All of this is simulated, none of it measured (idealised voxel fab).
The following process module bears the name voxel tone inversion.
We display cut, a cross-section 230 nm in width whose square cells are each 5 nm.
Cross-section, as written here: a square-cell grid given band by band from the top down, where a band holds one or more rows of cells.
The band entry comprises the height of the band's top followed by the height of its bottom, expressed in nm, and subsequently the band's materials from left to right, each stated together with its width in nm. Where a single material is marked with the word "full width", that material fills the band from edge to edge. The word "empty" represents empty space.
Heights are reckoned from 0. Under this level, the received wafer is all of one material. The bottommost band is open-ended downward, for example "0 and below".
A two-number width, for instance "30..40", indicates that the width is equal to the first number in the top row of the band and to the second number in the bottom row, and that it changes by a constant amount per row of cells.
"no modification", as given for a step, is the statement that not any cell of the cross-section underwent a change during that step.
Entry "Closed empty spaces" = empty spaces >= 8 cells with no open way to the top; each as width x height at distance, distance from left edge, all nm.
It should be noted that, on the line of a given step, the content following the step's settings is a remark produced by the simulator itself with respect to that step.
You can add "overlay nm" to a step's line. For a step with a mask, it describes how far the mask lay to the right of its planned position, and a negative number describes a lay to the left.
**This section lists the process steps that were planned**
1,RECEIVE [material Si]
2,CONFORMAL_DEP [material SiN] [thk nm 10]
3,DIRECTIONAL_DEP [material aC] [thk nm 25]
4,PATTERN [tone cover] [mask id POSTS] [material resist] [width nm 20] [pitch nm 35] [thk nm 35] [overlay nm 0]
5,DIRECTIONAL_ETCH [etch materials aC] [depth nm 25]
6,STRIP [etch materials resist]
7,FILL_DEP [material lowk] [thk nm 10]
8,CMP [height nm 35]
9,STRIP [etch materials aC]
**So this is the incoming wafer in cross-section - it's already been through step 1**
> 0 and below | Si full width
> Closed empty spaces: none
**Cross-sectional result after module completion. Note: starting condition and plan are unchanged from above; one processing mistake was made**
> 35 down to 10 | 70 SiN | 20 empty | 15 SiN | 20 empty | 15 SiN | 20 empty | 70 SiN
> 10 down to 0 | SiN full width
> 0 and below | Si full width
> Closed empty spaces: none
Processing error: step 7 was not run as planned; what actually ran was FILL_DEP [material SiN] [thk nm 10]
